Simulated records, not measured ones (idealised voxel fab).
The process module that follows is named voxel gate over fins.
Cross-section cut spans 175 nm and uses square cells 5 nm in size.
We lay out every cross-section as a grid of square cells and spell it out in bands from the top down, where one band means one or more rows of cells.
The entry gives the band's vertical extent as a top height and a bottom height in nm, then its horizontal make-up as materials from left to right, each with a width in nm. "air" stands for empty space; a single material marked "full width" fills the band edge to edge.
For the purposes of this specification, 0 denotes the height below which the wafer in its as-received condition is composed wholly of one material, and the lowermost band, lacking a lower limit, extends downward without end, as expressed in "top 0, no bottom".
Think of "30 to 40" as a width that walks from the first number to the second as you go down the band, top row to bottom row, taking equal-sized steps from row to row.
Step marked "all unchanged"? Then no cell in the cross-section changed in it.
"Closed void inventory" - sealed voids, min. 8 cells, no opening to top; format: width x height at distance (distance from left edge; nm throughout).
Whatever follows a step's settings on its line is a remark the simulator itself makes about that step.
When a step includes a mask, the "overlay nm" setting on its line states how far to the right of its planned place that mask lay, and negative values state how far to the left.

-- So here's the lineup of process steps we planned
1: RECEIVE,material Si
2: CONFORMAL_DEP,material SiN,thk nm 10
3: PATTERN,tone cover,mask id FINS,material resist,width nm 15,pitch nm 35,thk nm 15,overlay nm 0
4: DIRECTIONAL_ETCH,etch materials SiN,depth nm 10
5: DIRECTIONAL_ETCH,etch materials Si,depth nm 30
6: STRIP,etch materials resist
7: OXIDIZE,depth nm 5
8: FILL_DEP,material SiO2,thk nm 10
9: CMP,height nm 10
10: SELECTIVE_ETCH,etch materials SiO2,depth nm 20
11: STRIP,etch materials SiN
12: CONFORMAL_DEP,material HfO2,thk nm 5
13: CONFORMAL_DEP,material TiN,thk nm 5
14: CONFORMAL_DEP,material TiAl,thk nm 5
15: CONFORMAL_DEP,material TiN,thk nm 5
16: FILL_DEP,material W,thk nm 15
17: CMP,height nm 30
18: CONFORMAL_DEP,material SiN,thk nm 5

-- The first wafer of two, processed as planned

-- Incoming wafer in cross-section (state: after step 1)
> top 0, no bottom: Si full width
> Closed void inventory: none

-- Take a look at the wafer's cross-section after step 2
> top 10, bottom 0: SiN full width
> Unchanged below 0.

-- Take a look at the wafer's cross-section after step 3
> top 25, bottom 10: air (25), resist (15), air (20), resist (15), air (20), resist (15), air (20), resist (15), air (30)
> Unchanged below 10.

-- Take a look at the wafer's cross-section after step 4
> top 25, bottom 10: air (25), resist (15), air (20), resist (15), air (20), resist (15), air (20), resist (15), air (30)
> top 10, bottom 0: air (25), SiN (15), air (20), SiN (15), air (20), SiN (15), air (20), SiN (15), air (30)
> Unchanged below 0.

-- Take a look at the wafer's cross-section after step 5
> top 25, bottom 10: air (25), resist (15), air (20), resist (15), air (20), resist (15), air (20), resist (15), air (30)
> top 10, bottom 0: air (25), SiN (15), air (20), SiN (15), air (20), SiN (15), air (20), SiN (15), air (30)
> top 0, bottom -30: air (25), Si (15), air (20), Si (15), air (20), Si (15), air (20), Si (15), air (30)
> Unchanged below -30.

-- Take a look at the wafer's cross-section after step 6
> top 10, bottom 0: air (25), SiN (15), air (20), SiN (15), air (20), SiN (15), air (20), SiN (15), air (30)
> Unchanged below 0.

-- Take a look at the wafer's cross-section after step 7
> top 10, bottom 0: air (25), SiN (15), air (20), SiN (15), air (20), SiN (15), air (20), SiN (15), air (30)
> top 0, bottom -30: air (25), SiO2 (5), Si (5), SiO2 (5), air (20), SiO2 (5), Si (5), SiO2 (5), air (20), SiO2 (5), Si (5), SiO2 (5), air (20), SiO2 (5), Si (5), SiO2 (5), air (30)
> top -30, bottom -35: SiO2 (30), Si (5), SiO2 (30), Si (5), SiO2 (30), Si (5), SiO2 (30), Si (5), SiO2 (35)
> Unchanged below -35.

-- Take a look at the wafer's cross-section after step 8
> top 20, bottom 10: SiO2 full width
> top 10, bottom 0: SiO2 (25), SiN (15), SiO2 (20), SiN (15), SiO2 (20), SiN (15), SiO2 (20), SiN (15), SiO2 (30)
> top 0, bottom -35: SiO2 (30), Si (5), SiO2 (30), Si (5), SiO2 (30), Si (5), SiO2 (30), Si (5), SiO2 (35)
> Unchanged below -35.

-- Take a look at the wafer's cross-section after step 9
> top 10, bottom 0: SiO2 (25), SiN (15), SiO2 (20), SiN (15), SiO2 (20), SiN (15), SiO2 (20), SiN (15), SiO2 (30)
> Unchanged below 0.

-- Take a look at the wafer's cross-section after step 10
> top 10, bottom 0: air (25), SiN (15), air (20), SiN (15), air (20), SiN (15), air (20), SiN (15), air (30)
> top 0, bottom -10: air (30), Si (5), air (30), Si (5), air (30), Si (5), air (30), Si (5), air (35)
> Unchanged below -10.

-- Take a look at the wafer's cross-section after step 11
> top 0, bottom -10: air (30), Si (5), air (30), Si (5), air (30), Si (5), air (30), Si (5), air (35)
> Unchanged below -10.

-- Take a look at the wafer's cross-section after step 12
> top 5, bottom 0: air (25), HfO2 (15), air (20), HfO2 (15), air (20), HfO2 (15), air (20), HfO2 (15), air (30)
> top 0, bottom -5: air (25), HfO2 (5), Si (5), HfO2 (5), air (20), HfO2 (5), Si (5), HfO2 (5), air (20), HfO2 (5), Si (5), HfO2 (5), air (20), HfO2 (5), Si (5), HfO2 (5), air (30)
> top -5, bottom -10: HfO2 (30), Si (5), HfO2 (30), Si (5), HfO2 (30), Si (5), HfO2 (30), Si (5), HfO2 (35)
> Unchanged below -10.

-- Take a look at the wafer's cross-section after step 13
> top 10, bottom 5: air (20), TiN (25), air (10), TiN (25), air (10), TiN (25), air (10), TiN (25), air (25)
> top 5, bottom 0: air (20), TiN (5), HfO2 (15), TiN (5), air (10), TiN (5), HfO2 (15), TiN (5), air (10), TiN (5), HfO2 (15), TiN (5), air (10), TiN (5), HfO2 (15), TiN (5), air (25)
> top 0, bottom -5: TiN (25), HfO2 (5), Si (5), HfO2 (5), TiN (20), HfO2 (5), Si (5), HfO2 (5), TiN (20), HfO2 (5), Si (5), HfO2 (5), TiN (20), HfO2 (5), Si (5), HfO2 (5), TiN (30)
> Unchanged below -5.

-- Take a look at the wafer's cross-section after step 14
> top 15, bottom 10: air (15), TiAl (140), air (20)
> top 10, bottom 5: air (15), TiAl (5), TiN (25), TiAl (10), TiN (25), TiAl (10), TiN (25), TiAl (10), TiN (25), TiAl (5), air (20)
> top 5, bottom 0: TiAl (20), TiN (5), HfO2 (15), TiN (5), TiAl (10), TiN (5), HfO2 (15), TiN (5), TiAl (10), TiN (5), HfO2 (15), TiN (5), TiAl (10), TiN (5), HfO2 (15), TiN (5), TiAl (25)
> Unchanged below 0.

-- Take a look at the wafer's cross-section after step 15
> top 20, bottom 15: air (10), TiN (150), air (15)
> top 15, bottom 10: air (10), TiN (5), TiAl (140), TiN (5), air (15)
> top 10, bottom 5: TiN (15), TiAl (5), TiN (25), TiAl (10), TiN (25), TiAl (10), TiN (25), TiAl (10), TiN (25), TiAl (5), TiN (20)
> Unchanged below 5.

-- Take a look at the wafer's cross-section after step 16
> top 35, bottom 20: W full width
> top 20, bottom 15: W (10), TiN (150), W (15)
> top 15, bottom 10: W (10), TiN (5), TiAl (140), TiN (5), W (15)
> Unchanged below 10.

-- Take a look at the wafer's cross-section after step 17
> top 30, bottom 20: W full width
> Unchanged below 20.

-- Take a look at the wafer's cross-section after step 18
> top 35, bottom 30: SiN full width
> Unchanged below 30.

-- Okay, second wafer. Nothing different at the start, nothing different in the plan, just one mistake somewhere in the running. As far as step 2, counting that step, it's the first wafer all over again

-- Second wafer, cross-section, planned end of step 3
> top 25, bottom 10: air (35), resist (15), air (20), resist (15), air (20), resist (15), air (20), resist (15), air (20)
> Unchanged below 10.

-- Second wafer, cross-section, planned end of step 4
> top 25, bottom 10: air (35), resist (15), air (20), resist (15), air (20), resist (15), air (20), resist (15), air (20)
> top 10, bottom 0: air (35), SiN (15), air (20), SiN (15), air (20), SiN (15), air (20), SiN (15), air (20)
> Unchanged below 0.

-- Second wafer, cross-section, planned end of step 5
> top 25, bottom 10: air (35), resist (15), air (20), resist (15), air (20), resist (15), air (20), resist (15), air (20)
> top 10, bottom 0: air (35), SiN (15), air (20), SiN (15), air (20), SiN (15), air (20), SiN (15), air (20)
> top 0, bottom -30: air (35), Si (15), air (20), Si (15), air (20), Si (15), air (20), Si (15), air (20)
> Unchanged below -30.

-- Second wafer, cross-section, planned end of step 6
> top 10, bottom 0: air (35), SiN (15), air (20), SiN (15), air (20), SiN (15), air (20), SiN (15), air (20)
> Unchanged below 0.

-- Second wafer, cross-section, planned end of step 7
> top 10, bottom 0: air (35), SiN (15), air (20), SiN (15), air (20), SiN (15), air (20), SiN (15), air (20)
> top 0, bottom -30: air (35), SiO2 (5), Si (5), SiO2 (5), air (20), SiO2 (5), Si (5), SiO2 (5), air (20), SiO2 (5), Si (5), SiO2 (5), air (20), SiO2 (5), Si (5), SiO2 (5), air (20)
> top -30, bottom -35: SiO2 (40), Si (5), SiO2 (30), Si (5), SiO2 (30), Si (5), SiO2 (30), Si (5), SiO2 (25)
> Unchanged below -35.

-- Second wafer, cross-section, planned end of step 8
> top 20, bottom 10: SiO2 full width
> top 10, bottom 0: SiO2 (35), SiN (15), SiO2 (20), SiN (15), SiO2 (20), SiN (15), SiO2 (20), SiN (15), SiO2 (20)
> top 0, bottom -35: SiO2 (40), Si (5), SiO2 (30), Si (5), SiO2 (30), Si (5), SiO2 (30), Si (5), SiO2 (25)
> Unchanged below -35.

-- Second wafer, cross-section, planned end of step 9
> top 10, bottom 0: SiO2 (35), SiN (15), SiO2 (20), SiN (15), SiO2 (20), SiN (15), SiO2 (20), SiN (15), SiO2 (20)
> Unchanged below 0.

-- Second wafer, cross-section, planned end of step 10
> top 10, bottom 0: air (35), SiN (15), air (20), SiN (15), air (20), SiN (15), air (20), SiN (15), air (20)
> top 0, bottom -10: air (40), Si (5), air (30), Si (5), air (30), Si (5), air (30), Si (5), air (25)
> Unchanged below -10.

-- Second wafer, cross-section, planned end of step 11
> top 0, bottom -10: air (40), Si (5), air (30), Si (5), air (30), Si (5), air (30), Si (5), air (25)
> Unchanged below -10.

-- Second wafer, cross-section, planned end of step 12
> top 5, bottom 0: air (35), HfO2 (15), air (20), HfO2 (15), air (20), HfO2 (15), air (20), HfO2 (15), air (20)
> top 0, bottom -5: air (35), HfO2 (5), Si (5), HfO2 (5), air (20), HfO2 (5), Si (5), HfO2 (5), air (20), HfO2 (5), Si (5), HfO2 (5), air (20), HfO2 (5), Si (5), HfO2 (5), air (20)
> top -5, bottom -10: HfO2 (40), Si (5), HfO2 (30), Si (5), HfO2 (30), Si (5), HfO2 (30), Si (5), HfO2 (25)
> Unchanged below -10.

-- Second wafer, cross-section, planned end of step 13
> top 10, bottom 5: air (30), TiN (25), air (10), TiN (25), air (10), TiN (25), air (10), TiN (25), air (15)
> top 5, bottom 0: air (30), TiN (5), HfO2 (15), TiN (5), air (10), TiN (5), HfO2 (15), TiN (5), air (10), TiN (5), HfO2 (15), TiN (5), air (10), TiN (5), HfO2 (15), TiN (5), air (15)
> top 0, bottom -5: TiN (35), HfO2 (5), Si (5), HfO2 (5), TiN (20), HfO2 (5), Si (5), HfO2 (5), TiN (20), HfO2 (5), Si (5), HfO2 (5), TiN (20), HfO2 (5), Si (5), HfO2 (5), TiN (20)
> Unchanged below -5.

-- Second wafer, cross-section, planned end of step 14
> top 15, bottom 10: air (25), TiAl (140), air (10)
> top 10, bottom 5: air (25), TiAl (5), TiN (25), TiAl (10), TiN (25), TiAl (10), TiN (25), TiAl (10), TiN (25), TiAl (5), air (10)
> top 5, bottom 0: TiAl (30), TiN (5), HfO2 (15), TiN (5), TiAl (10), TiN (5), HfO2 (15), TiN (5), TiAl (10), TiN (5), HfO2 (15), TiN (5), TiAl (10), TiN (5), HfO2 (15), TiN (5), TiAl (15)
> Unchanged below 0.

-- Second wafer, cross-section, planned end of step 15
> top 20, bottom 15: air (20), TiN (150), air (5)
> top 15, bottom 10: air (20), TiN (5), TiAl (140), TiN (5), air (5)
> top 10, bottom 5: TiN (25), TiAl (5), TiN (25), TiAl (10), TiN (25), TiAl (10), TiN (25), TiAl (10), TiN (25), TiAl (5), TiN (10)
> Unchanged below 5.

-- Second wafer, cross-section, planned end of step 16
> top 35, bottom 20: W full width
> top 20, bottom 15: W (20), TiN (150), W (5)
> top 15, bottom 10: W (20), TiN (5), TiAl (140), TiN (5), W (5)
> Unchanged below 10.

-- Second wafer, cross-section, planned end of step 17
> top 30, bottom 20: W full width
> Unchanged below 20.

-- Second wafer, cross-section, planned end of step 18
> top 35, bottom 30: SiN full width
> Unchanged below 30.
What went wrong in running the wafer? step 3, actual vs plan mismatch, actual run PATTERN,tone cover,mask id FINS,material resist,width nm 15,pitch nm 35,thk nm 15,overlay nm 10
The two final wafers agree on how many cells each material fills and disagree on which cells those are.
